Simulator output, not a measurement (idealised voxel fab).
Documented hereafter: the process module known as voxel fin reveal.
Displayed cross-section: cut, width of 300 nm, square cells sized 5 nm.
Format of a cross-section: grid, square cells. Given as bands. Order: top down. Band: one or more rows of cells.
Read a band's entry like this: the first values are the height of its top and the height of its bottom in nm, and what follows is the sequence of materials from left to right, each with its width in nm. Note that "blank" is empty space, and that a single material marked "edge to edge" reaches across the band from edge to edge.
Convention: height 0 is the level below which the wafer, as received, is all one material. The lowest band does not terminate at the bottom but continues downward, represented as "0 -> down".
A width given as "30 to 40" starts at the first number in the band's top row and ends at the second number in its bottom row, shifting by an equal amount at every step from row to row.
When a step is marked "everything unchanged", none of the cells in the cross-section changed during that step.
This entry, "Enclosed cavity list", enumerates those empty regions of no fewer than 8 cells that possess no open connection to the top. Each region is reported in the form width x height at distance, the distance being taken from the left edge, with all three quantities expressed in nm.
Post-settings text on a step line: simulator's own remark regarding the step.
Each step line may optionally specify "overlay nm", which for a step with a mask gives the rightward distance between the mask's planned place and where it lay, a negative value indicating the leftward direction.

# Listed below are the process steps as planned
1 RECEIVE (material Si)
2 CONFORMAL_DEP (material SiN; thk nm 10)
3 PATTERN (tone cover; mask id FINS; material resist; width nm 15; pitch nm 35; thk nm 15; overlay nm 0)
4 DIRECTIONAL_ETCH (etch materials SiN; depth nm 10)
5 DIRECTIONAL_ETCH (etch materials Si; depth nm 35)
6 STRIP (etch materials resist)
7 FILL_DEP (material SiO2; thk nm 10)
8 CMP (height nm 10)
9 SELECTIVE_ETCH (etch materials SiO2; depth nm 35)
10 STRIP (etch materials SiN)
11 CONFORMAL_DEP (material SiO2; thk nm 5)

# Cross-section: wafer on arrival = after step 1
    0 -> down  Si edge to edge
    Enclosed cavity list: none

# Here's the wafer cut in cross-section after the module, started and planned just like above, except one thing was done wrong in the run
    0 -> -25  105 blank, then 15 Si, then 20 blank, then 15 Si, then 20 blank, then 15 Si, then 110 blank
    -25 -> -35  105 SiO2, then 15 Si, then 20 SiO2, then 15 Si, then 20 SiO2, then 15 Si, then 110 SiO2
    -35 -> down  Si edge to edge
    Enclosed cavity list: none
Which mistake was made when the wafer was run? step 11 of the plan was jumped over and never run
